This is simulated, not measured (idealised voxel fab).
The process module that follows is named voxel double patterning.
Shown is cross-section cut, with a width of 235 nm and square cells of size 5 nm.
Cross-section, as written here: a square-cell grid given band by band from the top down, where a band holds one or more rows of cells. Quick guide to a band line: top height, bottom height (nm) up front; then every material left to right with its width in nm. Only one material and it's marked "edge to edge"? Then it fills the band edge to edge. And "air" just means empty space. All heights in this document are referenced to 0, defined as the level beneath which the wafer, as received, consists entirely of one material. The lowest band is not bounded below; it extends indefinitely downward and is written in the form "0 down". The expression "30..40" gives the width at the extremes of the band, the first number at its top row of cells and the second at its bottom row, with the width changing by equal amounts from each row to the next in between. Key: "remained unchanged" - step with no changed cell in the cross-section. "Closed cavities" - sealed voids, min. 8 cells, no opening to top; format: width x height at distance (distance from left edge; nm throughout). On a step's line, text after the settings is the simulator commenting on that step. Steps that use a mask can have "overlay nm" on their line. It says how far the mask sat to the right of where it was meant to be. Negative means to the left.
### Set out below are the planned steps of the process
1 RECEIVE [material Si]
2 CONFORMAL_DEP [material SiO2] [thk nm 5]
3 DIRECTIONAL_DEP [material W] [thk nm 15]
4 DIRECTIONAL_DEP [material SiCN] [thk nm 10]
5 PATTERN [tone open] [mask id FIRST] [material resist] [width nm 15] [pitch nm 50] [thk nm 20] [overlay nm 0]
6 DIRECTIONAL_ETCH [etch materials SiCN] [depth nm 10]
7 STRIP [etch materials resist]
8 MASKED_ETCH [tone open] [mask id SECOND] [width nm 15] [pitch nm 50] [etch materials SiCN] [depth nm 10] [overlay nm 0]
9 DIRECTIONAL_ETCH [etch materials W] [depth nm 15]
10 STRIP [etch materials SiCN]
### Step 1 complete: cross-section of the wafer as received
    0 down  Si edge to edge
    Closed cavities: none
### Module complete, cross-section. Starting point and plan per above. One mistake made in running the module
    20 to 15  SiO2 edge to edge
    15 to 0  W edge to edge
    0 down  Si edge to edge
    Closed cavities: none
what went wrong: a sequencing error occurred in which plan steps 2 and 3 were transposed
